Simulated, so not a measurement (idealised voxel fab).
Process module under the name voxel ribs on slabs
Shown is cross-section cut, with a width of 190 nm and square cells of size 5 nm.
Bands, listed from the top down, are how a cross-section gets written in this document; the cross-section itself is a grid of square cells, and a band is one or more rows of them.
First you get the band's top height and its bottom height, in nm, and then the materials it's made of, left to right, with each width in nm. If you see a single material with "edge to edge", that one covers the band edge to edge. "blank" is empty space.
Height datum 0, below which the as-received substrate wafer is one material. Lowest band open at the bottom, running downward: "0 down".
Width: "30->40" (first number = top row, second number = bottom row, same change from row to row of cells).
Step note "remained unchanged" = no cross-section cell changed.
For the entry "Enclosed void catalog", the listed items are empty spaces with no open way to the top whose size is 8 cells or more; each item follows the pattern width x height at distance, where distance is from the left edge and all three are in nm.
Anything after a step's settings on that line? It's the simulator's own note about the step.
A step line may carry the setting "overlay nm", which, for steps involving a mask, states the distance by which the mask lay to the right of its intended position; negative values denote displacement to the left.

## Steps planned for the process
- 1: RECEIVE | material Si
- 2: DIRECTIONAL_DEP | material SiO2 | thk nm 30
- 3: DIRECTIONAL_DEP | material polySi | thk nm 15
- 4: MASKED_ETCH | tone cover | mask id RIB | width nm 25 | etch materials polySi | depth nm 10 | overlay nm 0
- 5: MASKED_ETCH | tone cover | mask id SLAB | width nm 65 | etch materials polySi | depth nm 5 | overlay nm 0
- 6: FILL_DEP | material SiO2 | thk nm 15
- 7: CMP | height nm 55
- 8: DIRECTIONAL_DEP | material TiN | thk nm 10
- 9: PATTERN | tone cover | mask id HEATER | material resist | width nm 35 | thk nm 15 | overlay nm 0
- 10: DIRECTIONAL_ETCH | etch materials TiN | depth nm 10
- 11: STRIP | etch materials resist
- 12: CONFORMAL_DEP | material SiN | thk nm 10

## Wafer at receipt (post step 1), cross-section
* 0 down: Si edge to edge
* Enclosed void catalog: none

## First wafer of two, sectioned at end of module; run went per plan
* 75 to 65: blank: 65, SiN: 55, blank: 70
* 65 to 55: SiN: 75, TiN: 35, SiN: 80
* 55 to 45: SiO2 edge to edge
* 45 to 35: SiO2: 80, polySi: 25, SiO2: 85
* 35 to 30: SiO2: 60, polySi: 65, SiO2: 65
* 30 to 0: SiO2 edge to edge
* 0 down: Si edge to edge
* Enclosed void catalog: none

## Cross-sectional image of the second wafer of the two following completion of the module. Starting state and process plan were the same as for the first wafer; one execution error occurred
* 75 to 65: blank: 65, SiN: 55, blank: 70
* 65 to 55: SiN: 75, TiN: 35, SiN: 80
* 55 to 45: SiO2 edge to edge
* 45 to 35: SiO2: 80, polySi: 25, SiO2: 85
* 35 to 30: SiO2: 65, polySi: 65, SiO2: 60
* 30 to 0: SiO2 edge to edge
* 0 down: Si edge to edge
* Enclosed void catalog: none
Against the plan, the run slipped here: rather than as planned, step 5 actually ran as MASKED_ETCH | tone cover | mask id SLAB | width nm 65 | etch materials polySi | depth nm 5 | overlay nm 5
Upon completion, the cell count for each material on the second wafer equals that on the first, whereas the spatial distribution of those cells differs.
